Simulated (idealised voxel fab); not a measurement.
process module | voxel ribs on slabs
cross-section cut | 270 nm wide | cells 5 nm
A cross-section is a grid of square cells, given in bands from the top down. A band is one or more rows of cells.
Each band's line starts with the height of the band's top and of its bottom, in nm. Then come its materials from left to right, each with its width in nm. One material with "throughout" fills the band from edge to edge. "air" is empty space.
Height 0 is the level under which the wafer as received is all one material. The lowest band goes on downwards, as in "0 down".
A width such as "30 to 40" changes by the same amount from each row of cells to the next, from the band's top row to its bottom row.
"no change" after a step means that no cell of the cross-section changed.
closed voids: empty space of 8 cells or more with no open way to the top, each as width x height at its distance from the left edge, in nm
after a step's settings: what the simulator itself notes on the step
overlay nm, on a step with a mask: how far to the right of its planned place the mask lay; to the left if negative
plan
1 op RECEIVE | material Si
2 op DIRECTIONAL_DEP | material SiO2 | thk nm 30
3 op DIRECTIONAL_DEP | material SiN | thk nm 20
4 op DIRECTIONAL_DEP | material aC | thk nm 10
5 op PATTERN | tone cover | mask id RIB | material resist | width nm 15 | thk nm 30 | overlay nm 0
6 op DIRECTIONAL_ETCH | etch materials aC | depth nm 10
7 op STRIP | etch materials resist
8 op DIRECTIONAL_ETCH | etch materials SiN | depth nm 15
9 op STRIP | etch materials aC
10 op MASKED_ETCH | tone cover | mask id SLAB | width nm 75 | etch materials SiN | depth nm 5 | overlay nm 0
11 op FILL_DEP | material SiO2 | thk nm 25
12 op CMP | height nm 70
13 op DIRECTIONAL_DEP | material W | thk nm 5
14 op MASKED_ETCH | tone cover | mask id HEATER | width nm 25 | etch materials W | depth nm 5 | overlay nm 0
15 op CONFORMAL_DEP | material SiO2 | thk nm 5
as received, after step 1
  0 down: Si throughout
  closed voids: none
a wafer at the end: this start, this plan, one mistake
  80 to 75: air 120 | SiO2 35 | air 115
  75 to 70: SiO2 125 | W 25 | SiO2 120
  70 to 50: SiO2 throughout
  50 to 35: SiO2 125 | SiN 15 | SiO2 130
  35 to 30: SiO2 95 | SiN 75 | SiO2 100
  30 to 0: SiO2 throughout
  0 down: Si throughout
  closed voids: none
what went wrong: step 14 ran as: op MASKED_ETCH | tone cover | mask id HEATER | width nm 25 | etch materials W | depth nm 5 | overlay nm 5
